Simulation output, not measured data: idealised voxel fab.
The name of this process module is voxel capacitor over wiring.
FYI the section here is cut, 250 nm wide, cells are 5 nm squares.
We lay out every cross-section as a grid of square cells and spell it out in bands from the top down, where one band means one or more rows of cells. The band entry comprises the height of the band's top followed by the height of its bottom, expressed in nm, and subsequently the band's materials from left to right, each stated together with its width in nm. Where a single material is marked with the word "all across", that material fills the band from edge to edge. The word "empty" represents empty space. Below 0: as-received wafer, all one material; heights counted from there. Lowest band: no bottom, goes on down, written "0 nm and below". Per-row width for "30->40": begins at first number (top row of band), ends at second number (bottom row), increment between rows held constant. Where the words "remains unaltered" appear for a step, the cross-section shows no cell changed by that step; every cell remained as before. "Completely sealed voids" enumerates empty spaces isolated from the top, with no open way to it, that contain at least 8 cells, giving each as width x height at distance from the left edge, all three in nm. Whatever follows a step's settings on its line is a remark the simulator itself makes about that step. A step line may carry the setting "overlay nm", which, for steps involving a mask, states the distance by which the mask lay to the right of its intended position; negative values denote displacement to the left. Each pair of cross-sections that follows straddles one process step: the one shows the state before the step, the other the state after it, down to the lowest band that changed and no further. The step in question, and its settings, are given under the pair. Note that a pair is not necessarily a continuation of the pair above it, since pairs can come from different runs of this module on the same starting wafer; it is a continuation only where its entry headed "Pre-step snapshot" says so.
Pre-step snapshot
	105 nm to 100 nm: Ru all across
	100 nm to 95 nm: TiN: 90 / Ru: 5 / TiN: 155
	95 nm to 90 nm: SiO2: 85 / TiN: 5 / Ru: 5 / TiN: 5 / SiO2: 150
	90 nm to 85 nm: SiO2: 85 / TiN: 15 / SiO2: 150
	85 nm to 75 nm: SiO2: 75 / TiN: 75 / SiO2: 100
	75 nm to 70 nm: SiO2: 75 / SiN: 75 / SiO2: 100
	70 nm to 60 nm: SiO2: 75 / TiN: 85 / SiO2: 90
	60 nm to 45 nm: SiO2: 75 / Ru: 15 / SiO2: 160
	45 nm to 40 nm: SiCN: 75 / Ru: 15 / SiCN: 160
	40 nm to 35 nm: SiCN: 65 / Ru: 30 / SiCN: 60 / Ru: 30 / SiCN: 65
	35 nm to 15 nm: lowk: 70 / TiN: 5 / Ru: 10 / TiN: 5 / lowk: 70 / TiN: 5 / Ru: 10 / TiN: 5 / lowk: 70
	15 nm to 10 nm: SiN: 70 / TiN: 20 / SiN: 70 / TiN: 20 / SiN: 70
	10 nm to 0 nm: SiO2 all across
	0 nm and below: Si all across
	Completely sealed voids: none
Post-Process View
	95 nm to 90 nm: SiO2: 85 / TiN: 5 / Ru: 5 / TiN: 5 / SiO2: 150
	Below 90, no change.
	Completely sealed voids: none
Formally, the process step situated between the two cross-sections above is CMP: height nm 95
Pre-step snapshot: the state before this step is the cross-section shown after the step in the pair just above.
Post-Process View
	100 nm to 95 nm: SiN all across
	Below 95, no change.
	Completely sealed voids: none
Formally, the process step situated between the two cross-sections above is CONFORMAL_DEP: material SiN, thk nm 5
Pre-step snapshot
	40 nm to 35 nm: TiN: 75 / empty: 10 / TiN: 80 / empty: 10 / TiN: 75
	35 nm to 15 nm: lowk: 70 / TiN: 5 / empty: 10 / TiN: 5 / lowk: 70 / TiN: 5 / empty: 10 / TiN: 5 / lowk: 70
	15 nm to 10 nm: SiN: 70 / TiN: 20 / SiN: 70 / TiN: 20 / SiN: 70
	10 nm to 0 nm: SiO2 all across
	0 nm and below: Si all across
	Completely sealed voids: none
Post-Process View
	50 nm to 40 nm: lowk all across
	40 nm to 35 nm: TiN: 75 / lowk: 10 / TiN: 80 / lowk: 10 / TiN: 75
	35 nm to 15 nm: lowk: 70 / TiN: 5 / lowk: 10 / TiN: 5 / lowk: 70 / TiN: 5 / lowk: 10 / TiN: 5 / lowk: 70
	Below 15, no change.
	Completely sealed voids: none
Formally, the process step situated between the two cross-sections above is FILL_DEP: material lowk, thk nm 10
Pre-step snapshot: the state before this step is the cross-section shown after the step in the pair just above.
Post-Process View
	35 nm to 15 nm: lowk: 70 / TiN: 5 / lowk: 10 / TiN: 5 / lowk: 70 / TiN: 5 / lowk: 10 / TiN: 5 / lowk: 70
	Below 15, no change.
	Completely sealed voids: none
Formally, the process step situated between the two cross-sections above is CMP: height nm 35
Pre-step snapshot: the state before this step is the cross-section shown after the step in the pair just above.
Post-Process View
	40 nm to 35 nm: empty: 65 / Ru: 30 / empty: 60 / Ru: 30 / empty: 65
	Below 35, no change.
	Completely sealed voids: none
Formally, the process step situated between the two cross-sections above is EPI: material Ru, thk nm 5
Pre-step snapshot: the state before this step is the cross-section shown after the step in the pair just above.
Post-Process View
	45 nm to 40 nm: SiCN all across
	40 nm to 35 nm: SiCN: 65 / Ru: 30 / SiCN: 60 / Ru: 30 / SiCN: 65
	Below 35, no change.
	Completely sealed voids: none
Formally, the process step situated between the two cross-sections above is FILL_DEP: material SiCN, thk nm 5
Pre-step snapshot: the state before this step is the cross-section shown after the step in the pair just above.
Post-Process View
	60 nm to 45 nm: SiO2 all across
	Below 45, no change.
	Completely sealed voids: none
Formally, the process step situated between the two cross-sections above is DIRECTIONAL_DEP: material SiO2, thk nm 15
Pre-step snapshot: the state before this step is the cross-section shown after the step in the pair just above.
Post-Process View
	75 nm to 60 nm: resist: 75 / empty: 15 / resist: 160
	Below 60, no change.
	Completely sealed voids: none
Formally, the process step situated between the two cross-sections above is PATTERN: tone open, mask id PLUG_1, material resist, width nm 15, thk nm 15, overlay nm 0
Pre-step snapshot: the state before this step is the cross-section shown after the step in the pair just above.
Post-Process View
	75 nm to 60 nm: resist: 75 / empty: 15 / resist: 160
	60 nm to 45 nm: SiO2: 75 / empty: 15 / SiO2: 160
	Below 45, no change.
	Completely sealed voids: none
Formally, the process step situated between the two cross-sections above is DIRECTIONAL_ETCH: etch materials SiO2, depth nm 15
Pre-step snapshot: the state before this step is the cross-section shown after the step in the pair just above.
Post-Process View
	75 nm to 60 nm: resist: 75 / empty: 15 / resist: 160
	60 nm to 45 nm: SiO2: 75 / empty: 15 / SiO2: 160
	45 nm to 40 nm: SiCN: 75 / empty: 15 / SiCN: 160
	Below 40, no change.
	Completely sealed voids: none
Formally, the process step situated between the two cross-sections above is DIRECTIONAL_ETCH: etch materials SiCN, depth nm 5
Pre-step snapshot: the state before this step is the cross-section shown after the step in the pair just above.
Post-Process View
	60 nm to 45 nm: SiO2: 75 / empty: 15 / SiO2: 160
	Below 45, no change.
	Completely sealed voids: none
Formally, the process step situated between the two cross-sections above is STRIP: etch materials resist
Pre-step snapshot: the state before this step is the cross-section shown after the step in the pair just above.
Post-Process View
	60 nm to 50 nm: SiO2: 75 / empty: 15 / SiO2: 160
	50 nm to 45 nm: SiO2: 75 / Ru: 15 / SiO2: 160
	45 nm to 40 nm: SiCN: 75 / Ru: 15 / SiCN: 160
	Below 40, no change.
	Completely sealed voids: none
Formally, the process step situated between the two cross-sections above is EPI: material Ru, thk nm 10
Pre-step snapshot: the state before this step is the cross-section shown after the step in the pair just above.
Post-Process View
	60 nm to 45 nm: SiO2: 75 / Ru: 15 / SiO2: 160
	Below 45, no change.
	Completely sealed voids: none
Formally, the process step situated between the two cross-sections above is EPI: material Ru, thk nm 10
Pre-step snapshot: the state before this step is the cross-section shown after the step in the pair just above.
Post-Process View
	70 nm to 60 nm: TiN all across
	Below 60, no change.
	Completely sealed voids: none
Formally, the process step situated between the two cross-sections above is DIRECTIONAL_DEP: material TiN, thk nm 10
Pre-step snapshot: the state before this step is the cross-section shown after the step in the pair just above.
Post-Process View
	75 nm to 70 nm: SiN all across
	Below 70, no change.
	Completely sealed voids: none
Formally, the process step situated between the two cross-sections above is DIRECTIONAL_DEP: material SiN, thk nm 5
Pre-step snapshot: the state before this step is the cross-section shown after the step in the pair just above.
Post-Process View
	85 nm to 75 nm: TiN all across
	Below 75, no change.
	Completely sealed voids: none
Formally, the process step situated between the two cross-sections above is DIRECTIONAL_DEP: material TiN, thk nm 10
Pre-step snapshot: the state before this step is the cross-section shown after the step in the pair just above.
Post-Process View
	105 nm to 85 nm: empty: 75 / resist: 75 / empty: 100
	Below 85, no change.
	Completely sealed voids: none
Formally, the process step situated between the two cross-sections above is PATTERN: tone cover, mask id UPPER_PLATE, material resist, width nm 75, thk nm 20, overlay nm 0
Pre-step snapshot: the state before this step is the cross-section shown after the step in the pair just above.
Post-Process View
	105 nm to 85 nm: empty: 75 / resist: 75 / empty: 100
	85 nm to 75 nm: empty: 75 / TiN: 75 / empty: 100
	Below 75, no change.
	Completely sealed voids: none
Formally, the process step situated between the two cross-sections above is DIRECTIONAL_ETCH: etch materials TiN, depth nm 10
Pre-step snapshot: the state before this step is the cross-section shown after the step in the pair just above.
Post-Process View
	105 nm to 85 nm: empty: 75 / resist: 75 / empty: 100
	85 nm to 75 nm: empty: 75 / TiN: 75 / empty: 100
	75 nm to 70 nm: empty: 75 / SiN: 75 / empty: 100
	Below 70, no change.
	Completely sealed voids: none
Formally, the process step situated between the two cross-sections above is DIRECTIONAL_ETCH: etch materials SiN, depth nm 5
Pre-step snapshot: the state before this step is the cross-section shown after the step in the pair just above.
Post-Process View
	85 nm to 75 nm: empty: 75 / TiN: 75 / empty: 100
	Below 75, no change.
	Completely sealed voids: none
Formally, the process step situated between the two cross-sections above is STRIP: etch materials resist
Pre-step snapshot: the state before this step is the cross-section shown after the step in the pair just above.
Post-Process View
	100 nm to 85 nm: empty: 70 / resist: 85 / empty: 95
	85 nm to 75 nm: empty: 70 / resist: 5 / TiN: 75 / resist: 5 / empty: 95
	75 nm to 70 nm: empty: 70 / resist: 5 / SiN: 75 / resist: 5 / empty: 95
	Below 70, no change.
	Completely sealed voids: none
Formally, the process step situated between the two cross-sections above is PATTERN: tone cover, mask id LOWER_PLATE, material resist, width nm 85, thk nm 15, overlay nm 0
Pre-step snapshot: the state before this step is the cross-section shown after the step in the pair just above.
Post-Process View
	100 nm to 85 nm: empty: 70 / resist: 85 / empty: 95
	85 nm to 75 nm: empty: 70 / resist: 5 / TiN: 75 / resist: 5 / empty: 95
	75 nm to 70 nm: empty: 70 / resist: 5 / SiN: 75 / resist: 5 / empty: 95
	70 nm to 60 nm: empty: 70 / TiN: 85 / empty: 95
	Below 60, no change.
	Completely sealed voids: none
Formally, the process step situated between the two cross-sections above is DIRECTIONAL_ETCH: etch materials TiN, depth nm 10
Pre-step snapshot: the state before this step is the cross-section shown after the step in the pair just above.
Post-Process View
	85 nm to 75 nm: empty: 75 / TiN: 75 / empty: 100
	75 nm to 70 nm: empty: 75 / SiN: 75 / empty: 100
	Below 70, no change.
	Completely sealed voids: none
Formally, the process step situated between the two cross-sections above is STRIP: etch materials resist
Pre-step snapshot: the state before this step is the cross-section shown after the step in the pair just above.
Post-Process View
	100 nm to 85 nm: SiO2 all across
	85 nm to 75 nm: SiO2: 75 / TiN: 75 / SiO2: 100
	75 nm to 70 nm: SiO2: 75 / SiN: 75 / SiO2: 100
	70 nm to 60 nm: SiO2: 70 / TiN: 85 / SiO2: 95
	Below 60, no change.
	Completely sealed voids: none
Formally, the process step situated between the two cross-sections above is FILL_DEP: material SiO2, thk nm 15
Pre-step snapshot: the state before this step is the cross-section shown after the step in the pair just above.
Post-Process View
	95 nm to 85 nm: SiO2 all across
	Below 85, no change.
	Completely sealed voids: none
Formally, the process step situated between the two cross-sections above is CMP: height nm 95
Pre-step snapshot: the state before this step is the cross-section shown after the step in the pair just above.
Post-Process View
	110 nm to 95 nm: resist: 85 / empty: 15 / resist: 150
	Below 95, no change.
	Completely sealed voids: none
Formally, the process step situated between the two cross-sections above is PATTERN: tone open, mask id PLUG_2, material resist, width nm 15, thk nm 15, overlay nm 0
Pre-step snapshot: the state before this step is the cross-section shown after the step in the pair just above.
Post-Process View
	110 nm to 95 nm: resist: 85 / empty: 15 / resist: 150
	95 nm to 85 nm: SiO2: 85 / empty: 15 / SiO2: 150
	Below 85, no change.
	Completely sealed voids: none
Formally, the process step situated between the two cross-sections above is DIRECTIONAL_ETCH: etch materials SiO2, depth nm 10
Pre-step snapshot: the state before this step is the cross-section shown after the step in the pair just above.
Post-Process View
	95 nm to 85 nm: SiO2: 85 / empty: 15 / SiO2: 150
	Below 85, no change.
	Completely sealed voids: none
Formally, the process step situated between the two cross-sections above is STRIP: etch materials resist
Pre-step snapshot: the state before this step is the cross-section shown after the step in the pair just above.
Post-Process View
	100 nm to 95 nm: TiN: 90 / empty: 5 / TiN: 155
	95 nm to 90 nm: SiO2: 85 / TiN: 5 / empty: 5 / TiN: 5 / SiO2: 150
	90 nm to 85 nm: SiO2: 85 / TiN: 15 / SiO2: 150
	Below 85, no change.
	Completely sealed voids: none
Formally, the process step situated between the two cross-sections above is CONFORMAL_DEP: material TiN, thk nm 5
Pre-step snapshot: the state before this step is the cross-section shown after the step in the pair just above.
Post-Process View
	105 nm to 100 nm: Ru all across
	100 nm to 95 nm: TiN: 90 / Ru: 5 / TiN: 155
	95 nm to 90 nm: SiO2: 85 / TiN: 5 / Ru: 5 / TiN: 5 / SiO2: 150
	Below 90, no change.
	Completely sealed voids: none
Formally, the process step situated between the two cross-sections above is FILL_DEP: material Ru, thk nm 5
Pre-step snapshot: the state before this step is the cross-section shown after the step in the pair just above.
Post-Process View
	95 nm to 90 nm: SiO2: 85 / TiN: 5 / Ru: 5 / TiN: 5 / SiO2: 150
	Below 90, no change.
	Completely sealed voids: none
Formally, the process step situated between the two cross-sections above is CMP: height nm 95
Pre-step snapshot: the state before this step is the cross-section shown after the step in the pair just above.
Post-Process View
	100 nm to 95 nm: SiN all across
	Below 95, no change.
	Completely sealed voids: none
Formally, the process step situated between the two cross-sections above is CONFORMAL_DEP: material SiN, thk nm 5
Pre-step snapshot
	85 nm to 75 nm: TiN all across
	75 nm to 70 nm: SiN all across
	70 nm to 60 nm: TiN all across
	60 nm to 45 nm: SiO2: 75 / Ru: 15 / SiO2: 160
	45 nm to 40 nm: SiCN: 75 / Ru: 15 / SiCN: 160
	40 nm to 35 nm: SiCN: 65 / Ru: 30 / SiCN: 60 / Ru: 30 / SiCN: 65
	35 nm to 15 nm: lowk: 70 / TiN: 5 / Ru: 10 / TiN: 5 / lowk: 70 / TiN: 5 / Ru: 10 / TiN: 5 / lowk: 70
	15 nm to 10 nm: SiN: 70 / TiN: 20 / SiN: 70 / TiN: 20 / SiN: 70
	10 nm to 0 nm: SiO2 all across
	0 nm and below: Si all across
	Completely sealed voids: none
Post-Process View
	105 nm to 85 nm: resist: 75 / empty: 75 / resist: 100
	Below 85, no change.
	Completely sealed voids: none
Formally, the process step situated between the two cross-sections above is PATTERN: tone open, mask id UPPER_PLATE, material resist, width nm 75, thk nm 20, overlay nm 0
Pre-step snapshot: the state before this step is the cross-section shown after the step in the pair just above.
Post-Process View
	105 nm to 85 nm: resist: 75 / empty: 75 / resist: 100
	85 nm to 75 nm: TiN: 75 / empty: 75 / TiN: 100
	Below 75, no change.
	Completely sealed voids: none
Formally, the process step situated between the two cross-sections above is DIRECTIONAL_ETCH: etch materials TiN, depth nm 10
Pre-step snapshot: the state before this step is the cross-section shown after the step in the pair just above.
Post-Process View
	105 nm to 85 nm: resist: 75 / empty: 75 / resist: 100
	85 nm to 75 nm: TiN: 75 / empty: 75 / TiN: 100
	75 nm to 70 nm: SiN: 75 / empty: 75 / SiN: 100
	Below 70, no change.
	Completely sealed voids: none
Formally, the process step situated between the two cross-sections above is DIRECTIONAL_ETCH: etch materials SiN, depth nm 5
Pre-step snapshot: the state before this step is the cross-section shown after the step in the pair just above.
Post-Process View
	85 nm to 75 nm: TiN: 75 / empty: 75 / TiN: 100
	Below 75, no change.
	Completely sealed voids: none
Formally, the process step situated between the two cross-sections above is STRIP: etch materials resist
Pre-step snapshot: the state before this step is the cross-section shown after the step in the pair just above.
Post-Process View
	100 nm to 85 nm: empty: 70 / resist: 85 / empty: 95
	85 nm to 75 nm: TiN: 75 / resist: 75 / TiN: 100
	75 nm to 70 nm: SiN: 75 / resist: 75 / SiN: 100
	Below 70, no change.
	Completely sealed voids: none
Formally, the process step situated between the two cross-sections above is PATTERN: tone cover, mask id LOWER_PLATE, material resist, width nm 85, thk nm 15, overlay nm 0
Pre-step snapshot: the state before this step is the cross-section shown after the step in the pair just above.
Post-Process View
	100 nm to 85 nm: empty: 70 / resist: 85 / empty: 95
	85 nm to 75 nm: empty: 70 / TiN: 5 / resist: 75 / TiN: 5 / empty: 95
	Below 75, no change.
	Completely sealed voids: none
Formally, the process step situated between the two cross-sections above is DIRECTIONAL_ETCH: etch materials TiN, depth nm 10
Pre-step snapshot: the state before this step is the cross-section shown after the step in the pair just above.
Post-Process View
	85 nm to 75 nm: empty: 70 / TiN: 5 / empty: 75 / TiN: 5 / empty: 95
	75 nm to 70 nm: SiN: 75 / empty: 75 / SiN: 100
	Below 70, no change.
	Completely sealed voids: none
Formally, the process step situated between the two cross-sections above is STRIP: etch materials resist
Pre-step snapshot: the state before this step is the cross-section shown after the step in the pair just above.
Post-Process View
	100 nm to 85 nm: SiO2 all across
	85 nm to 75 nm: SiO2: 70 / TiN: 5 / SiO2: 75 / TiN: 5 / SiO2: 95
	75 nm to 70 nm: SiN: 75 / SiO2: 75 / SiN: 100
	Below 70, no change.
	Completely sealed voids: none
Formally, the process step situated between the two cross-sections above is FILL_DEP: material SiO2, thk nm 15
Pre-step snapshot: the state before this step is the cross-section shown after the step in the pair just above.
Post-Process View
	95 nm to 85 nm: SiO2 all across
	Below 85, no change.
	Completely sealed voids: none
Formally, the process step situated between the two cross-sections above is CMP: height nm 95
Pre-step snapshot: the state before this step is the cross-section shown after the step in the pair just above.
Post-Process View
	110 nm to 95 nm: resist: 85 / empty: 15 / resist: 150
	Below 95, no change.
	Completely sealed voids: none
Formally, the process step situated between the two cross-sections above is PATTERN: tone open, mask id PLUG_2, material resist, width nm 15, thk nm 15, overlay nm 0
Pre-step snapshot: the state before this step is the cross-section shown after the step in the pair just above.
Post-Process View
	110 nm to 95 nm: resist: 85 / empty: 15 / resist: 150
	95 nm to 85 nm: SiO2: 85 / empty: 15 / SiO2: 150
	Below 85, no change.
	Completely sealed voids: none
Formally, the process step situated between the two cross-sections above is DIRECTIONAL_ETCH: etch materials SiO2, depth nm 10
Pre-step snapshot: the state before this step is the cross-section shown after the step in the pair just above.
Post-Process View
	95 nm to 85 nm: SiO2: 85 / empty: 15 / SiO2: 150
	Below 85, no change.
	Completely sealed voids: none
Formally, the process step situated between the two cross-sections above is STRIP: etch materials resist
Pre-step snapshot: the state before this step is the cross-section shown after the step in the pair just above.
Post-Process View
	100 nm to 95 nm: TiN: 90 / empty: 5 / TiN: 155
	95 nm to 90 nm: SiO2: 85 / TiN: 5 / empty: 5 / TiN: 5 / SiO2: 150
	90 nm to 85 nm: SiO2: 85 / TiN: 15 / SiO2: 150
	Below 85, no change.
	Completely sealed voids: none
Formally, the process step situated between the two cross-sections above is CONFORMAL_DEP: material TiN, thk nm 5
Pre-step snapshot: the state before this step is the cross-section shown after the step in the pair just above.
Post-Process View
	105 nm to 100 nm: Ru all across
	100 nm to 95 nm: TiN: 90 / Ru: 5 / TiN: 155
	95 nm to 90 nm: SiO2: 85 / TiN: 5 / Ru: 5 / TiN: 5 / SiO2: 150
	Below 90, no change.
	Completely sealed voids: none
Formally, the process step situated between the two cross-sections above is FILL_DEP: material Ru, thk nm 5
Pre-step snapshot: the state before this step is the cross-section shown after the step in the pair just above.
Post-Process View
	95 nm to 90 nm: SiO2: 85 / TiN: 5 / Ru: 5 / TiN: 5 / SiO2: 150
	Below 90, no change.
	Completely sealed voids: none
Formally, the process step situated between the two cross-sections above is CMP: height nm 95
Pre-step snapshot: the state before this step is the cross-section shown after the step in the pair just above.
Post-Process View
	100 nm to 95 nm: SiN all across
	Below 95, no change.
	Completely sealed voids: none
Formally, the process step situated between the two cross-sections above is CONFORMAL_DEP: material SiN, thk nm 5
